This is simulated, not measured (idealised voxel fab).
voxel ribs on slabs: a process module
Square cells of 5 nm make up the cross-section cut, whose width is 245 nm.
Cross-section layout: square cells on a grid; listed as bands, top to bottom; a band spans one or more cell rows.
This entry defines a band. It first specifies the height of the band's top and the height of its bottom in nm, and then specifies the band's materials from left to right, stating each material with its width in nm. The word "edge to edge" identifies a single material that fills the band from edge to edge, while the word "blank" identifies empty space.
Basically, 0 is our baseline, since under it the wafer straight out of the box is all one material. The bottom band has no lower end and keeps on going down, so it looks like "z 0 and below".
Width "30->40": first value at the band's top row of cells, second value at its bottom row, equal change from row to row.
Where the words "nothing got changed" appear for a step, the cross-section shows no cell changed by that step; every cell remained as before.
"Closed void roster" lists enclosed empty spaces (at least 8 cells, no open path upward to the top), each as width x height at distance from the left edge, in nm.
If you see something after the settings on a step's line, that's the simulator's own remark about that step.
overlay nm: mask offset rightward from planned place, masked step; negative means leftward offset.
## Intended process steps
1. RECEIVE | material Si
2. DIRECTIONAL_DEP | material SiO2 | thk nm 25
3. DIRECTIONAL_DEP | material SiN | thk nm 25
4. DIRECTIONAL_DEP | material aC | thk nm 15
5. PATTERN | tone cover | mask id RIB | material resist | width nm 15 | thk nm 30 | overlay nm 0
6. DIRECTIONAL_ETCH | etch materials aC | depth nm 15
7. STRIP | etch materials resist
8. DIRECTIONAL_ETCH | etch materials SiN | depth nm 5
9. STRIP | etch materials aC
10. MASKED_ETCH | tone cover | mask id SLAB | width nm 55 | etch materials SiN | depth nm 20 | overlay nm 0
11. FILL_DEP | material SiO2 | thk nm 20
12. CMP | height nm 65
13. DIRECTIONAL_DEP | material TiN | thk nm 10
14. PATTERN | tone cover | mask id HEATER | material resist | width nm 25 | thk nm 15 | overlay nm 0
15. DIRECTIONAL_ETCH | etch materials TiN | depth nm 10
16. STRIP | etch materials resist
17. CONFORMAL_DEP | material SiN | thk nm 10
## Wafer, first of two, run as planned
## Wafer as received: cross-section following step 1
> z 0 and below = Si edge to edge
> Closed void roster: none
## Take a look at the wafer's cross-section after step 2
> z 25 to 0 = SiO2 edge to edge
> Anything lower than 0 is untouched.
## Take a look at the wafer's cross-section after step 3
> z 50 to 25 = SiN edge to edge
> Anything lower than 25 is untouched.
## Take a look at the wafer's cross-section after step 4
> z 65 to 50 = aC edge to edge
> Anything lower than 50 is untouched.
## Take a look at the wafer's cross-section after step 5
> z 95 to 65 = blank 115 nm | resist 15 nm | blank 115 nm
> Anything lower than 65 is untouched.
## Take a look at the wafer's cross-section after step 6
> z 80 to 65 = blank 115 nm | resist 15 nm | blank 115 nm
> z 65 to 50 = blank 115 nm | aC 15 nm | blank 115 nm
> Anything lower than 50 is untouched.
## Take a look at the wafer's cross-section after step 7
> z 65 to 50 = blank 115 nm | aC 15 nm | blank 115 nm
> Anything lower than 50 is untouched.
## Take a look at the wafer's cross-section after step 8
> z 65 to 50 = blank 115 nm | aC 15 nm | blank 115 nm
> z 50 to 45 = blank 115 nm | SiN 15 nm | blank 115 nm
> Anything lower than 45 is untouched.
## Take a look at the wafer's cross-section after step 9
> z 50 to 45 = blank 115 nm | SiN 15 nm | blank 115 nm
> Anything lower than 45 is untouched.
## Take a look at the wafer's cross-section after step 10
> z 50 to 45 = blank 115 nm | SiN 15 nm | blank 115 nm
> z 45 to 25 = blank 95 nm | SiN 55 nm | blank 95 nm
> Anything lower than 25 is untouched.
## Take a look at the wafer's cross-section after step 11
> z 70 to 50 = SiO2 edge to edge
> z 50 to 45 = SiO2 115 nm | SiN 15 nm | SiO2 115 nm
> z 45 to 25 = SiO2 95 nm | SiN 55 nm | SiO2 95 nm
> Anything lower than 25 is untouched.
## Take a look at the wafer's cross-section after step 12
> z 65 to 50 = SiO2 edge to edge
> Anything lower than 50 is untouched.
## Take a look at the wafer's cross-section after step 13
> z 75 to 65 = TiN edge to edge
> Anything lower than 65 is untouched.
## Take a look at the wafer's cross-section after step 14
> z 90 to 75 = blank 110 nm | resist 25 nm | blank 110 nm
> Anything lower than 75 is untouched.
## Take a look at the wafer's cross-section after step 15
> z 90 to 75 = blank 110 nm | resist 25 nm | blank 110 nm
> z 75 to 65 = blank 110 nm | TiN 25 nm | blank 110 nm
> Anything lower than 65 is untouched.
## Take a look at the wafer's cross-section after step 16
> z 75 to 65 = blank 110 nm | TiN 25 nm | blank 110 nm
> Anything lower than 65 is untouched.
## Take a look at the wafer's cross-section after step 17
> z 85 to 75 = blank 100 nm | SiN 45 nm | blank 100 nm
> z 75 to 65 = SiN 110 nm | TiN 25 nm | SiN 110 nm
> Anything lower than 65 is untouched.
## Here the second wafer is described. Its start and its plan were those of the first wafer. Its run contained one mistake. Up to and including step 9, it did exactly what the first wafer did
## Second wafer, cross-section, planned end of step 10
> z 45 to 30 = SiN 95 nm | blank 55 nm | SiN 95 nm
> z 30 to 25 = SiN 95 nm | blank 20 nm | SiN 15 nm | blank 20 nm | SiN 95 nm
> Anything lower than 25 is untouched.
## Second wafer, cross-section, planned end of step 11
> z 65 to 45 = SiO2 edge to edge
> z 45 to 30 = SiN 95 nm | SiO2 55 nm | SiN 95 nm
> z 30 to 25 = SiN 95 nm | SiO2 20 nm | SiN 15 nm | SiO2 20 nm | SiN 95 nm
> Anything lower than 25 is untouched.
Second wafer, cross-section, planned end of step 12: nothing got changed
## Second wafer, cross-section, planned end of step 13
> z 75 to 65 = TiN edge to edge
> Anything lower than 65 is untouched.
## Second wafer, cross-section, planned end of step 14
> z 90 to 75 = blank 110 nm | resist 25 nm | blank 110 nm
> Anything lower than 75 is untouched.
## Second wafer, cross-section, planned end of step 15
> z 90 to 75 = blank 110 nm | resist 25 nm | blank 110 nm
> z 75 to 65 = blank 110 nm | TiN 25 nm | blank 110 nm
> Anything lower than 65 is untouched.
## Second wafer, cross-section, planned end of step 16
> z 75 to 65 = blank 110 nm | TiN 25 nm | blank 110 nm
> Anything lower than 65 is untouched.
## Second wafer, cross-section, planned end of step 17
> z 85 to 75 = blank 100 nm | SiN 45 nm | blank 100 nm
> z 75 to 65 = SiN 110 nm | TiN 25 nm | SiN 110 nm
> Anything lower than 65 is untouched.
Processing error: step 10 off recipe, ran as MASKED_ETCH | tone open | mask id SLAB | width nm 55 | etch materials SiN | depth nm 20 | overlay nm 0
End of process, cell counts, second wafer against first, materials with more or fewer: 108 more of SiN, 108 fewer of SiO2
